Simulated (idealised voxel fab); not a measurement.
The document below concerns the process module designated voxel spacer lines.
Cross-sectional view cut (width: 220 nm; square cell size: 5 nm).
Think of the cross-section as a grid of square cells. We describe it in bands, top to bottom, and each band covers one or more rows of those cells.
Band: top and bottom heights (nm) first, top before bottom; then materials from left to right, widths in nm. "edge to edge" marks a sole material filling the band edge to edge. "blank" denotes empty space.
The level at which height equals 0 is the one under which the wafer, as it arrives, is entirely one material. No lower edge exists for the bottom band, which continues downward and is notated as in "0 and below".
A width given as "30 to 40" starts at the first number in the band's top row and ends at the second number in its bottom row, shifting by an equal amount at every step from row to row.
The designation "no change occurred", where it is given for a processing step, indicates that no cell of the cross-section was altered in the course of that step.
Entry "Enclosed void inventory" = empty spaces >= 8 cells with no open way to the top; each as width x height at distance, distance from left edge, all nm.
Heads up: the bit after the settings on a step's line is the simulator's remark on that step.
overlay nm: step with mask; distance mask lay right of planned place; negative value = left of planned place.
INTENDED PROCESS STEPS
1,RECEIVE with material Si
2,CONFORMAL_DEP with material Al2O3, thk nm 5
3,DIRECTIONAL_DEP with material polySi, thk nm 10
4,DIRECTIONAL_DEP with material aC, thk nm 25
5,PATTERN with tone cover, mask id MANDREL, material resist, width nm 15, pitch nm 80, thk nm 35, overlay nm 0
6,DIRECTIONAL_ETCH with etch materials aC, depth nm 25
7,STRIP with etch materials resist
8,CONFORMAL_DEP with material SiN, thk nm 15
9,DIRECTIONAL_ETCH with etch materials SiN, depth nm 15
10,STRIP with etch materials aC
11,DIRECTIONAL_ETCH with etch materials polySi, depth nm 10
12,STRIP with etch materials SiN
Same starting wafers, different width nm at step 5. Plan value belongs to the first wafer.
RECEIVED CONDITION OF THE FIRST OF SEVERAL WAFERS, SECTIONED: POST-STEP 1
	0 and below: Si edge to edge
	Enclosed void inventory: none
SHOWN IN CROSS-SECTION: THE FIRST OF SEVERAL WAFERS AT THE END OF THE MODULE, AFTER ITS LAST STEP, STEP 12
	15 down to 5: blank (5) | polySi (15) | blank (15) | polySi (15) | blank (35) | polySi (15) | blank (15) | polySi (15) | blank (35) | polySi (15) | blank (15) | polySi (15) | blank (10)
	5 down to 0: Al2O3 edge to edge
	0 and below: Si edge to edge
	Enclosed void inventory: none
LAST-WAFER CROSS-SECTION AT THE END OF THE MODULE
	15 down to 5: polySi (15) | blank (30) | polySi (15) | blank (20) | polySi (15) | blank (30) | polySi (15) | blank (20) | polySi (15) | blank (30) | polySi (15)
	5 down to 0: Al2O3 edge to edge
	0 and below: Si edge to edge
	Enclosed void inventory: none
GAINED (+) OR LOST (-) CELLS OF EACH MATERIAL SINCE RECEIPT, THEN CLOSED VOIDS: ONE ROW PER WAFER, AT THE END OF THE MODULE
width nm 15, +44 Al2O3, +36 polySi, Enclosed void inventory: none
width nm 20, +44 Al2O3, +36 polySi, Enclosed void inventory: none
width nm 25, +44 Al2O3, +36 polySi, Enclosed void inventory: none
width nm 30, +44 Al2O3, +36 polySi, Enclosed void inventory: none
